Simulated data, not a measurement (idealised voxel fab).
process module | voxel gate over fins
cross-section cut | 225 nm wide | cells 5 nm
A cross-section is a grid of square cells, given in bands from the top down. A band is one or more rows of cells.
Each band's line starts with the height of the band's top and of its bottom, in nm. Then come its materials from left to right, each with its width in nm. One material with "throughout" fills the band from edge to edge. "air" is empty space.
Height 0 is the level under which the wafer as received is all one material. The lowest band goes on downwards, as in "0 down".
A width such as "30 to 40" changes by the same amount from each row of cells to the next, from the band's top row to its bottom row.
"no change" after a step means that no cell of the cross-section changed.
closed voids: empty space of 8 cells or more with no open way to the top, each as width x height at its distance from the left edge, in nm
after a step's settings: what the simulator itself notes on the step
overlay nm, on a step with a mask: how far to the right of its planned place the mask lay; to the left if negative
plan
1 op RECEIVE | material Si
2 op CONFORMAL_DEP | material SiN | thk nm 10
3 op MASKED_ETCH | tone cover | mask id FINS | width nm 15 | pitch nm 60 | etch materials SiN | depth nm 10 | overlay nm 0
4 op MASKED_ETCH | tone cover | mask id FINS | width nm 15 | pitch nm 60 | etch materials Si | depth nm 40 | overlay nm 0
5 op OXIDIZE | depth nm 5
6 op FILL_DEP | material SiO2 | thk nm 10
7 op CMP | height nm 10
8 op MASKED_ETCH | tone open | mask id RAIL | width nm 15 | etch materials SiO2 | depth nm 45 | overlay nm 0
9 op CONFORMAL_DEP | material TiN | thk nm 5
10 op FILL_DEP | material W | thk nm 10
11 op CMP | height nm 10
12 op SELECTIVE_ETCH | etch materials W Ru TiN | depth nm 30
13 op FILL_DEP | material SiO2 | thk nm 5
14 op CMP | height nm 10
15 op SELECTIVE_ETCH | etch materials SiO2 | depth nm 20
16 op STRIP | etch materials SiN
17 op CONFORMAL_DEP | material HfO2 | thk nm 5
18 op CONFORMAL_DEP | material TiN | thk nm 5
19 op FILL_DEP | material W | thk nm 15
20 op CMP | height nm 20
21 op CONFORMAL_DEP | material SiCN | thk nm 5
as received, after step 1
  0 down: Si throughout
  closed voids: none
a wafer at the end: this start, this plan, one mistake
  25 to 20: SiCN throughout
  20 to 10: W throughout
  10 to 5: W 40 | TiN 25 | W 35 | TiN 25 | W 35 | TiN 25 | W 40
  5 to 0: W 40 | TiN 5 | SiO2 15 | TiN 5 | W 35 | TiN 5 | SiO2 15 | TiN 5 | W 35 | TiN 5 | SiO2 15 | TiN 5 | W 40
  0 to -5: TiN 45 | SiO2 5 | Si 5 | SiO2 5 | TiN 45 | SiO2 5 | Si 5 | SiO2 5 | TiN 45 | SiO2 5 | Si 5 | SiO2 5 | TiN 45
  -5 to -20: SiO2 50 | Si 5 | SiO2 55 | Si 5 | SiO2 55 | Si 5 | SiO2 50
  -20 to -30: SiO2 50 | Si 5 | SiO2 20 | TiN 5 | W 5 | TiN 5 | SiO2 20 | Si 5 | SiO2 55 | Si 5 | SiO2 50
  -30 to -35: SiO2 50 | Si 5 | SiO2 20 | TiN 15 | SiO2 20 | Si 5 | SiO2 55 | Si 5 | SiO2 50
  -35 to -45: SiO2 50 | Si 5 | SiO2 55 | Si 5 | SiO2 55 | Si 5 | SiO2 50
  -45 down: Si throughout
  closed voids: none
what went wrong: step 17 ran as: op CONFORMAL_DEP | material SiO2 | thk nm 5
